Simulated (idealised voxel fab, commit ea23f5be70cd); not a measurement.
The process module presented herein is designated voxel gate over fins.
Cross-section cut spans 260 nm and uses square cells 5 nm in size.
A cross-section is written here as square cells arranged in a grid, and it is given in bands from the top down, each band taking up one or more rows of cells.
Heads up on the band format: heights come first, top then bottom, in nm. After that it's the materials left to right, each with its width in nm. A single material flagged "throughout" fills the whole band edge to edge, and "blank" means there's empty space there.
Basically, 0 is our baseline, since under it the wafer straight out of the box is all one material. The bottom band has no lower end and keeps on going down, so it looks like "0 down".
A width such as "30->40" changes by the same amount from each row of cells to the next, from the band's top row to its bottom row.
Step note "changes: none" = no cross-section cell changed.
Heads up: "Entrapped voids" only lists the empty pockets with no open path to the top that are 8 cells or more, and it writes them as width x height at distance, distance from the left edge, in nm.
If you see something after the settings on a step's line, that's the simulator's own remark about that step.
A step's line can hold "overlay nm"; with a mask on that step, the setting says how far right of the planned place the mask lay, while a negative setting says it lay to the left.

## This section lists the process steps that were planned
- 1: op RECEIVE | material Si
- 2: op CONFORMAL_DEP | material SiN | thk nm 5
- 3: op MASKED_ETCH | tone cover | mask id FINS | width nm 15 | pitch nm 60 | etch materials SiN | depth nm 5 | overlay nm 0
- 4: op MASKED_ETCH | tone cover | mask id FINS | width nm 15 | pitch nm 60 | etch materials Si | depth nm 35 | overlay nm 0
- 5: op OXIDIZE | depth nm 5
- 6: op FILL_DEP | material SiO2 | thk nm 5
- 7: op CMP | height nm 5
- 8: op MASKED_ETCH | tone open | mask id RAIL | width nm 15 | etch materials SiO2 | depth nm 35 | overlay nm 0
- 9: op CONFORMAL_DEP | material TiN | thk nm 5
- 10: op FILL_DEP | material Ru | thk nm 10
- 11: op CMP | height nm 5
- 12: op SELECTIVE_ETCH | etch materials W Ru TiN | depth nm 20
- 13: op FILL_DEP | material SiO2 | thk nm 5
- 14: op CMP | height nm 5
- 15: op SELECTIVE_ETCH | etch materials SiO2 | depth nm 15
- 16: op STRIP | etch materials SiN
- 17: op CONFORMAL_DEP | material HfO2 | thk nm 5
- 18: op CONFORMAL_DEP | material TiN | thk nm 5
- 19: op FILL_DEP | material W | thk nm 15
- 20: op CMP | height nm 20
- 21: op CONFORMAL_DEP | material SiN | thk nm 10

## Run as planned: first of two wafers

## Cross-section, incoming material, after step 1
  0 down  Si throughout
  Entrapped voids: none

## Presented here is a cross-section of the wafer after step 2 has been performed
  5 to 0  SiN throughout
  below 0: unchanged

## Presented here is a cross-section of the wafer after step 3 has been performed
  5 to 0  blank 60, SiN 15, blank 45, SiN 15, blank 45, SiN 15, blank 65
  below 0: unchanged

## Presented here is a cross-section of the wafer after step 4 has been performed
  5 to 0  blank 60, SiN 15, blank 45, SiN 15, blank 45, SiN 15, blank 65
  0 to -35  blank 60, Si 15, blank 45, Si 15, blank 45, Si 15, blank 65
  below -35: unchanged

## Presented here is a cross-section of the wafer after step 5 has been performed
  5 to 0  blank 60, SiN 15, blank 45, SiN 15, blank 45, SiN 15, blank 65
  0 to -35  blank 60, SiO2 5, Si 5, SiO2 5, blank 45, SiO2 5, Si 5, SiO2 5, blank 45, SiO2 5, Si 5, SiO2 5, blank 65
  -35 to -40  SiO2 65, Si 5, SiO2 55, Si 5, SiO2 55, Si 5, SiO2 70
  below -40: unchanged

## Presented here is a cross-section of the wafer after step 6 has been performed
  10 to 5  SiO2 throughout
  5 to 0  SiO2 60, SiN 15, SiO2 45, SiN 15, SiO2 45, SiN 15, SiO2 65
  0 to -40  SiO2 65, Si 5, SiO2 55, Si 5, SiO2 55, Si 5, SiO2 70
  below -40: unchanged

## Presented here is a cross-section of the wafer after step 7 has been performed
  5 to 0  SiO2 60, SiN 15, SiO2 45, SiN 15, SiO2 45, SiN 15, SiO2 65
  below 0: unchanged

## Presented here is a cross-section of the wafer after step 8 has been performed
  5 to 0  SiO2 60, SiN 15, SiO2 15, blank 15, SiO2 15, SiN 15, SiO2 45, SiN 15, SiO2 65
  0 to -30  SiO2 65, Si 5, SiO2 20, blank 15, SiO2 20, Si 5, SiO2 55, Si 5, SiO2 70
  below -30: unchanged

## Presented here is a cross-section of the wafer after step 9 has been performed
  10 to 5  TiN 95, blank 5, TiN 160
  5 to 0  SiO2 60, SiN 15, SiO2 15, TiN 5, blank 5, TiN 5, SiO2 15, SiN 15, SiO2 45, SiN 15, SiO2 65
  0 to -25  SiO2 65, Si 5, SiO2 20, TiN 5, blank 5, TiN 5, SiO2 20, Si 5, SiO2 55, Si 5, SiO2 70
  -25 to -30  SiO2 65, Si 5, SiO2 20, TiN 15, SiO2 20, Si 5, SiO2 55, Si 5, SiO2 70
  below -30: unchanged

## Presented here is a cross-section of the wafer after step 10 has been performed
  20 to 10  Ru throughout
  10 to 5  TiN 95, Ru 5, TiN 160
  5 to 0  SiO2 60, SiN 15, SiO2 15, TiN 5, Ru 5, TiN 5, SiO2 15, SiN 15, SiO2 45, SiN 15, SiO2 65
  0 to -25  SiO2 65, Si 5, SiO2 20, TiN 5, Ru 5, TiN 5, SiO2 20, Si 5, SiO2 55, Si 5, SiO2 70
  below -25: unchanged

## Presented here is a cross-section of the wafer after step 11 has been performed
  5 to 0  SiO2 60, SiN 15, SiO2 15, TiN 5, Ru 5, TiN 5, SiO2 15, SiN 15, SiO2 45, SiN 15, SiO2 65
  below 0: unchanged

## Presented here is a cross-section of the wafer after step 12 has been performed
  5 to 0  SiO2 60, SiN 15, SiO2 15, blank 15, SiO2 15, SiN 15, SiO2 45, SiN 15, SiO2 65
  0 to -15  SiO2 65, Si 5, SiO2 20, blank 15, SiO2 20, Si 5, SiO2 55, Si 5, SiO2 70
  below -15: unchanged

## Presented here is a cross-section of the wafer after step 13 has been performed
  10 to 5  SiO2 throughout
  5 to 0  SiO2 60, SiN 15, SiO2 45, SiN 15, SiO2 45, SiN 15, SiO2 65
  0 to -15  SiO2 65, Si 5, SiO2 55, Si 5, SiO2 55, Si 5, SiO2 70
  below -15: unchanged

## Presented here is a cross-section of the wafer after step 14 has been performed
  5 to 0  SiO2 60, SiN 15, SiO2 45, SiN 15, SiO2 45, SiN 15, SiO2 65
  below 0: unchanged

## Presented here is a cross-section of the wafer after step 15 has been performed
  5 to 0  blank 60, SiN 15, blank 45, SiN 15, blank 45, SiN 15, blank 65
  0 to -10  blank 65, Si 5, blank 55, Si 5, blank 55, Si 5, blank 70
  below -10: unchanged

## Presented here is a cross-section of the wafer after step 16 has been performed
  0 to -10  blank 65, Si 5, blank 55, Si 5, blank 55, Si 5, blank 70
  below -10: unchanged

## Presented here is a cross-section of the wafer after step 17 has been performed
  5 to 0  blank 60, HfO2 15, blank 45, HfO2 15, blank 45, HfO2 15, blank 65
  0 to -5  blank 60, HfO2 5, Si 5, HfO2 5, blank 45, HfO2 5, Si 5, HfO2 5, blank 45, HfO2 5, Si 5, HfO2 5, blank 65
  -5 to -10  HfO2 65, Si 5, HfO2 55, Si 5, HfO2 55, Si 5, HfO2 70
  below -10: unchanged

## Presented here is a cross-section of the wafer after step 18 has been performed
  10 to 5  blank 55, TiN 25, blank 35, TiN 25, blank 35, TiN 25, blank 60
  5 to 0  blank 55, TiN 5, HfO2 15, TiN 5, blank 35, TiN 5, HfO2 15, TiN 5, blank 35, TiN 5, HfO2 15, TiN 5, blank 60
  0 to -5  TiN 60, HfO2 5, Si 5, HfO2 5, TiN 45, HfO2 5, Si 5, HfO2 5, TiN 45, HfO2 5, Si 5, HfO2 5, TiN 65
  below -5: unchanged

## Presented here is a cross-section of the wafer after step 19 has been performed
  25 to 10  W throughout
  10 to 5  W 55, TiN 25, W 35, TiN 25, W 35, TiN 25, W 60
  5 to 0  W 55, TiN 5, HfO2 15, TiN 5, W 35, TiN 5, HfO2 15, TiN 5, W 35, TiN 5, HfO2 15, TiN 5, W 60
  below 0: unchanged

## Presented here is a cross-section of the wafer after step 20 has been performed
  20 to 10  W throughout
  below 10: unchanged

## Presented here is a cross-section of the wafer after step 21 has been performed
  30 to 20  SiN throughout
  below 20: unchanged

## The second wafer began exactly as the first did and followed the same plan, but one mistake was made while running it; through step 13 inclusive, the two wafers are identical

## Cross-section of the second wafer at the time by which step 14 should have been completed according to the plan
  -5 to -15  SiO2 65, Si 5, SiO2 55, Si 5, SiO2 55, Si 5, SiO2 70
  below -15: unchanged

## Cross-section of the second wafer at the time by which step 15 should have been completed according to the plan
  -5 to -15  blank 65, Si 5, blank 55, Si 5, blank 55, Si 5, blank 70
  -15 to -20  blank 65, Si 5, blank 20, TiN 5, Ru 5, TiN 5, blank 20, Si 5, blank 55, Si 5, blank 70
  below -20: unchanged

Cross-section of the second wafer at the time by which step 16 should have been completed according to the plan: changes: none

## Cross-section of the second wafer at the time by which step 17 should have been completed according to the plan
  0 to -5  blank 60, HfO2 15, blank 45, HfO2 15, blank 45, HfO2 15, blank 65
  -5 to -10  blank 60, HfO2 5, Si 5, HfO2 5, blank 45, HfO2 5, Si 5, HfO2 5, blank 45, HfO2 5, Si 5, HfO2 5, blank 65
  -10 to -15  blank 60, HfO2 5, Si 5, HfO2 5, blank 10, HfO2 25, blank 10, HfO2 5, Si 5, HfO2 5, blank 45, HfO2 5, Si 5, HfO2 5, blank 65
  -15 to -20  HfO2 65, Si 5, HfO2 20, TiN 5, Ru 5, TiN 5, HfO2 20, Si 5, HfO2 55, Si 5, HfO2 70
  below -20: unchanged

## Cross-section of the second wafer at the time by which step 18 should have been completed according to the plan
  5 to 0  blank 55, TiN 25, blank 35, TiN 25, blank 35, TiN 25, blank 60
  0 to -5  blank 55, TiN 5, HfO2 15, TiN 5, blank 35, TiN 5, HfO2 15, TiN 5, blank 35, TiN 5, HfO2 15, TiN 5, blank 60
  -5 to -10  blank 55, TiN 5, HfO2 5, Si 5, HfO2 5, TiN 45, HfO2 5, Si 5, HfO2 5, TiN 5, blank 35, TiN 5, HfO2 5, Si 5, HfO2 5, TiN 5, blank 60
  -10 to -15  TiN 60, HfO2 5, Si 5, HfO2 5, TiN 10, HfO2 25, TiN 10, HfO2 5, Si 5, HfO2 5, TiN 45, HfO2 5, Si 5, HfO2 5, TiN 65
  below -15: unchanged

## Cross-section of the second wafer at the time by which step 19 should have been completed according to the plan
  20 to 5  W throughout
  5 to 0  W 55, TiN 25, W 35, TiN 25, W 35, TiN 25, W 60
  0 to -5  W 55, TiN 5, HfO2 15, TiN 5, W 35, TiN 5, HfO2 15, TiN 5, W 35, TiN 5, HfO2 15, TiN 5, W 60
  -5 to -10  W 55, TiN 5, HfO2 5, Si 5, HfO2 5, TiN 45, HfO2 5, Si 5, HfO2 5, TiN 5, W 35, TiN 5, HfO2 5, Si 5, HfO2 5, TiN 5, W 60
  below -10: unchanged

Cross-section of the second wafer at the time by which step 20 should have been completed according to the plan: changes: none

## Cross-section of the second wafer at the time by which step 21 should have been completed according to the plan
  30 to 20  SiN throughout
  below 20: unchanged
The plan and the run diverged here: for step 14, the planned setting was not used; the step was instead run as op CMP | height nm -5
Per the end-of-run cell counts, the second wafer holds more or fewer of some materials than the first: HfO2: 8 more; Si: 3 fewer; SiO2: 95 fewer; TiN: 8 more; W: 82 more
